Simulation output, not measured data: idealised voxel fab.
process module | voxel capacitor over wiring
cross-section cut | 145 nm wide | cells 5 nm
A cross-section is a grid of square cells, given in bands from the top down. A band is one or more rows of cells.
Each band's line starts with the height of the band's top and of its bottom, in nm. Then come its materials from left to right, each with its width in nm. One material with "throughout" fills the band from edge to edge. "air" is empty space.
Height 0 is the level under which the wafer as received is all one material. The lowest band goes on downwards, as in "0 down".
A width such as "30 to 40" changes by the same amount from each row of cells to the next, from the band's top row to its bottom row.
"no change" after a step means that no cell of the cross-section changed.
closed voids: empty space of 8 cells or more with no open way to the top, each as width x height at its distance from the left edge, in nm
after a step's settings: what the simulator itself notes on the step
overlay nm, on a step with a mask: how far to the right of its planned place the mask lay; to the left if negative
plan
1 op RECEIVE | material Si
2 op CONFORMAL_DEP | material SiO2 | thk nm 10
3 op CONFORMAL_DEP | material SiN | thk nm 5
4 op DIRECTIONAL_DEP | material SiO2 | thk nm 15
5 op MASKED_ETCH | tone open | mask id METAL_1 | width nm 20 | pitch nm 85 | etch materials SiO2 | depth nm 15 | overlay nm 0
6 op MASKED_ETCH | tone open | mask id METAL_1 | width nm 20 | pitch nm 85 | etch materials SiN | depth nm 5 | overlay nm 0
7 op CONFORMAL_DEP | material TiN | thk nm 5
8 op FILL_DEP | material W | thk nm 10
9 op CMP | height nm 30
10 op CONFORMAL_DEP | material SiCN | thk nm 5
11 op DIRECTIONAL_DEP | material SiO2 | thk nm 20
12 op DIRECTIONAL_DEP | material aC | thk nm 10
13 op PATTERN | tone open | mask id PLUG_1 | material resist | width nm 15 | thk nm 25 | overlay nm 0
14 op DIRECTIONAL_ETCH | etch materials aC | depth nm 10
15 op STRIP | etch materials resist
16 op DIRECTIONAL_ETCH | etch materials SiO2 | depth nm 20
17 op DIRECTIONAL_ETCH | etch materials SiCN | depth nm 5
18 op STRIP | etch materials aC
19 op EPI | material Ru | thk nm 10
20 op EPI | material Ru | thk nm 10
21 op EPI | material Ru | thk nm 5
22 op DIRECTIONAL_DEP | material TiN | thk nm 5
23 op DIRECTIONAL_DEP | material SiN | thk nm 5
24 op DIRECTIONAL_DEP | material TiN | thk nm 10
25 op MASKED_ETCH | tone cover | mask id UPPER_PLATE | width nm 70 | etch materials TiN | depth nm 10 | overlay nm 0
26 op MASKED_ETCH | tone cover | mask id UPPER_PLATE | width nm 70 | etch materials SiN | depth nm 5 | overlay nm 0
27 op DIRECTIONAL_DEP | material aC | thk nm 15
28 op PATTERN | tone cover | mask id LOWER_PLATE | material resist | width nm 80 | thk nm 35 | overlay nm 0
29 op DIRECTIONAL_ETCH | etch materials aC | depth nm 15
30 op STRIP | etch materials resist
31 op DIRECTIONAL_ETCH | etch materials TiN | depth nm 5
32 op STRIP | etch materials aC
33 op FILL_DEP | material SiO2 | thk nm 15
34 op CMP | height nm 85
35 op MASKED_ETCH | tone open | mask id PLUG_2 | width nm 15 | etch materials SiO2 | depth nm 10 | overlay nm 0
36 op CONFORMAL_DEP | material TiN | thk nm 5
37 op FILL_DEP | material Cu | thk nm 5
38 op CMP | height nm 85
39 op CONFORMAL_DEP | material SiCN | thk nm 5
as received, after step 1
  0 down: Si throughout
  closed voids: none
first wafer at the end, as planned
  90 to 85: SiCN throughout
  85 to 80: SiO2 35 | TiN 5 | Cu 5 | TiN 5 | SiO2 95
  80 to 75: SiO2 35 | TiN 15 | SiO2 95
  75 to 65: SiO2 25 | TiN 70 | SiO2 50
  65 to 60: SiO2 25 | SiN 70 | SiO2 50
  60 to 55: SiO2 20 | TiN 80 | SiO2 45
  55 to 35: SiO2 25 | Ru 15 | SiO2 105
  35 to 30: SiCN 25 | Ru 15 | SiCN 105
  30 to 15: SiO2 20 | TiN 5 | W 10 | TiN 5 | SiO2 65 | TiN 5 | W 10 | TiN 5 | SiO2 20
  15 to 10: SiN 20 | TiN 20 | SiN 65 | TiN 20 | SiN 20
  10 to 0: SiO2 throughout
  0 down: Si throughout
  closed voids: none
second wafer at the end: like start, like plan, one mistake
  90 to 85: SiCN throughout
  85 to 80: SiO2 35 | TiN 5 | Cu 5 | TiN 5 | SiO2 95
  80 to 75: SiO2 35 | TiN 15 | SiO2 95
  75 to 65: SiO2 25 | TiN 70 | SiO2 50
  65 to 60: SiO2 25 | SiN 70 | SiO2 50
  60 to 55: SiO2 20 | TiN 80 | SiO2 45
  55 to 35: SiO2 25 | Ru 15 | SiO2 105
  35 to 30: SiCN 25 | Ru 15 | SiCN 105
  30 to 20: SiO2 15 | TiN 5 | W 20 | TiN 5 | SiO2 55 | TiN 5 | W 20 | TiN 5 | SiO2 15
  20 to 15: SiO2 15 | TiN 10 | W 10 | TiN 10 | SiO2 55 | TiN 10 | W 10 | TiN 10 | SiO2 15
  15 to 10: SiN 20 | TiN 20 | SiN 65 | TiN 20 | SiN 20
  10 to 0: SiO2 throughout
  0 down: Si throughout
  closed voids: none
what went wrong: step 5 ran as: op MASKED_ETCH | tone open | mask id METAL_1 | width nm 30 | pitch nm 85 | etch materials SiO2 | depth nm 15 | overlay nm 0
at the end the second wafer has, in cells: 12 fewer of SiO2 | 4 more of TiN | 8 more of W
